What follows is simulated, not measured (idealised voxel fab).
Herein follows the process module entitled voxel capacitor over wiring.
Section shown: cut. Width: 260 nm. Cell size: 5 nm, square.
For the purposes of this document, a cross-section shall be understood as a grid of square cells, specified as bands listed in top-to-bottom order, each band consisting of one or more rows of cells.
Quick guide to a band line: top height, bottom height (nm) up front; then every material left to right with its width in nm. Only one material and it's marked "throughout"? Then it fills the band edge to edge. And "air" just means empty space.
Height 0 is the level under which the wafer as received is all one material. The lowest band goes on downwards, as in "0 -> down".
So if you see something like "30 to 40" for the width, read it as the top row of the band sitting at the first number and the bottom row at the second, with every row in between moving by the same amount as the last.
The cross-section has no changed cell in any step marked "identical to before".
Look at "Closed internal cavities" for the closed voids: empty spaces with no open path to the top, sized 8 cells or up. Each is width x height at distance, distance from the left edge, all nm.
On each step's line, the part that comes after the settings is the simulator's own comment on the step.
"overlay nm", when on a step's line for a step with a mask, measures how far to the right of its planned place the mask lay; a negative measure means to the left.

These are the steps we planned for the process:
step 1: op RECEIVE | material Si
step 2: op CONFORMAL_DEP | material SiO2 | thk nm 10
step 3: op DIRECTIONAL_DEP | material TiN | thk nm 5
step 4: op DIRECTIONAL_DEP | material W | thk nm 15
step 5: op MASKED_ETCH | tone cover | mask id METAL_1 | width nm 30 | pitch nm 100 | etch materials W | depth nm 15 | overlay nm 0
step 6: op MASKED_ETCH | tone cover | mask id METAL_1 | width nm 30 | pitch nm 100 | etch materials TiN | depth nm 5 | overlay nm 0
step 7: op CONFORMAL_DEP | material SiN | thk nm 5
step 8: op FILL_DEP | material lowk | thk nm 10
step 9: op CMP | height nm 30
step 10: op CONFORMAL_DEP | material SiCN | thk nm 5
step 11: op DIRECTIONAL_DEP | material lowk | thk nm 15
step 12: op MASKED_ETCH | tone open | mask id PLUG_1 | width nm 15 | etch materials lowk | depth nm 15 | overlay nm 0
step 13: op MASKED_ETCH | tone open | mask id PLUG_1 | width nm 15 | etch materials SiCN | depth nm 5 | overlay nm 0
step 14: op EPI | material Ru | thk nm 10
step 15: op EPI | material Ru | thk nm 10
step 16: op DIRECTIONAL_DEP | material TiN | thk nm 5
step 17: op DIRECTIONAL_DEP | material HfO2 | thk nm 5
step 18: op DIRECTIONAL_DEP | material TiN | thk nm 10
step 19: op DIRECTIONAL_DEP | material aC | thk nm 15
step 20: op PATTERN | tone cover | mask id UPPER_PLATE | material resist | width nm 75 | thk nm 35 | overlay nm 0
step 21: op DIRECTIONAL_ETCH | etch materials aC | depth nm 15
step 22: op STRIP | etch materials resist
step 23: op DIRECTIONAL_ETCH | etch materials TiN | depth nm 10
step 24: op DIRECTIONAL_ETCH | etch materials HfO2 | depth nm 5
step 25: op STRIP | etch materials aC
step 26: op DIRECTIONAL_DEP | material aC | thk nm 15
step 27: op PATTERN | tone cover | mask id LOWER_PLATE | material resist | width nm 85 | thk nm 30 | overlay nm 0
step 28: op DIRECTIONAL_ETCH | etch materials aC | depth nm 15
step 29: op STRIP | etch materials resist
step 30: op DIRECTIONAL_ETCH | etch materials TiN | depth nm 5
step 31: op STRIP | etch materials aC
step 32: op FILL_DEP | material SiO2 | thk nm 15
step 33: op CMP | height nm 80
step 34: op DIRECTIONAL_DEP | material aC | thk nm 10
step 35: op PATTERN | tone open | mask id PLUG_2 | material resist | width nm 15 | thk nm 25 | overlay nm 0
step 36: op DIRECTIONAL_ETCH | etch materials aC | depth nm 10
step 37: op STRIP | etch materials resist
step 38: op DIRECTIONAL_ETCH | etch materials SiO2 | depth nm 10
step 39: op STRIP | etch materials aC
step 40: op CONFORMAL_DEP | material TiN | thk nm 5
step 41: op FILL_DEP | material Cu | thk nm 5
step 42: op CMP | height nm 80
step 43: op CONFORMAL_DEP | material SiN | thk nm 5

Cross-section: wafer on arrival = after step 1:
  0 -> down  Si throughout
  Closed internal cavities: none

The first of the two wafers as seen in cross-section once the module was finished; processing followed the plan:
  85 -> 80  SiN throughout
  80 -> 75  SiO2: 90 | TiN: 5 | Cu: 5 | TiN: 5 | SiO2: 155
  75 -> 70  SiO2: 90 | TiN: 15 | SiO2: 155
  70 -> 60  SiO2: 80 | TiN: 75 | SiO2: 105
  60 -> 55  SiO2: 80 | HfO2: 75 | SiO2: 105
  55 -> 50  SiO2: 75 | TiN: 85 | SiO2: 100
  50 -> 35  lowk: 80 | Ru: 15 | lowk: 165
  35 -> 30  SiCN: 80 | Ru: 15 | SiCN: 165
  30 -> 15  lowk: 60 | SiN: 5 | W: 30 | SiN: 5 | lowk: 60 | SiN: 5 | W: 30 | SiN: 5 | lowk: 60
  15 -> 10  SiN: 65 | TiN: 30 | SiN: 70 | TiN: 30 | SiN: 65
  10 -> 0  SiO2 throughout
  0 -> down  Si throughout
  Closed internal cavities: none

Second wafer cross-section at end of module - shared start and plan with the first, one mistake in the run:
  85 -> 80  SiN throughout
  80 -> 75  SiO2: 90 | TiN: 5 | Cu: 5 | TiN: 5 | SiO2: 155
  75 -> 70  SiO2: 90 | TiN: 15 | SiO2: 155
  70 -> 60  SiO2: 80 | TiN: 75 | SiO2: 105
  60 -> 55  SiO2: 80 | HfO2: 75 | SiO2: 105
  55 -> 50  SiO2: 75 | TiN: 85 | SiO2: 100
  50 -> 35  lowk: 80 | Ru: 15 | lowk: 165
  35 -> 30  SiCN: 80 | Ru: 15 | SiCN: 165
  30 -> 25  SiN: 65 | TiN: 30 | SiN: 70 | TiN: 30 | SiN: 65
  25 -> 10  W throughout
  10 -> 0  SiO2 throughout
  0 -> down  Si throughout
  Closed internal cavities: none
Misprocessing identified: so 3 and 4 got swapped relative to the plan, each ran where the other was supposed to
At the finish, the second wafer shows more or fewer cells for some materials than the first does: 12 fewer of SiN; 120 more of W; 108 fewer of lowk
